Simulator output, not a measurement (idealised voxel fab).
process module | voxel plated lines
cross-section cut | 155 nm wide | cells 5 nm
A cross-section is a grid of square cells, given in bands from the top down. A band is one or more rows of cells.
Each band's line starts with the height of the band's top and of its bottom, in nm. Then come its materials from left to right, each with its width in nm. One material with "throughout" fills the band from edge to edge. "air" is empty space.
Height 0 is the level under which the wafer as received is all one material. The lowest band goes on downwards, as in "0 down".
A width such as "30 to 40" changes by the same amount from each row of cells to the next, from the band's top row to its bottom row.
"no change" after a step means that no cell of the cross-section changed.
closed voids: empty space of 8 cells or more with no open way to the top, each as width x height at its distance from the left edge, in nm
after a step's settings: what the simulator itself notes on the step
overlay nm, on a step with a mask: how far to the right of its planned place the mask lay; to the left if negative
plan
1 op RECEIVE | material Si
2 op CONFORMAL_DEP | material SiN | thk nm 15
3 op DIRECTIONAL_DEP | material TiN | thk nm 5
4 op PATTERN | tone open | mask id LINES | material resist | width nm 25 | pitch nm 40 | thk nm 25 | overlay nm 0
5 op EPI | material Ru | thk nm 10
6 op EPI | material Ru | thk nm 5
7 op STRIP | etch materials resist
8 op DIRECTIONAL_ETCH | etch materials TiN | depth nm 5
9 op CONFORMAL_DEP | material SiO2 | thk nm 10
as received, after step 1
  0 down: Si throughout
  closed voids: none
a wafer at the end: this start, this plan, one mistake
  60 to 50: air 35 | SiO2 85 | air 35
  50 to 40: air 35 | SiO2 10 | Ru 25 | SiO2 15 | Ru 25 | SiO2 10 | air 35
  40 to 35: SiO2 45 | Ru 25 | SiO2 15 | Ru 25 | SiO2 45
  35 to 30: SiO2 45 | TiN 25 | SiO2 15 | TiN 25 | SiO2 45
  30 to 0: SiN throughout
  0 down: Si throughout
  closed voids: none
what went wrong: step 2 was run twice
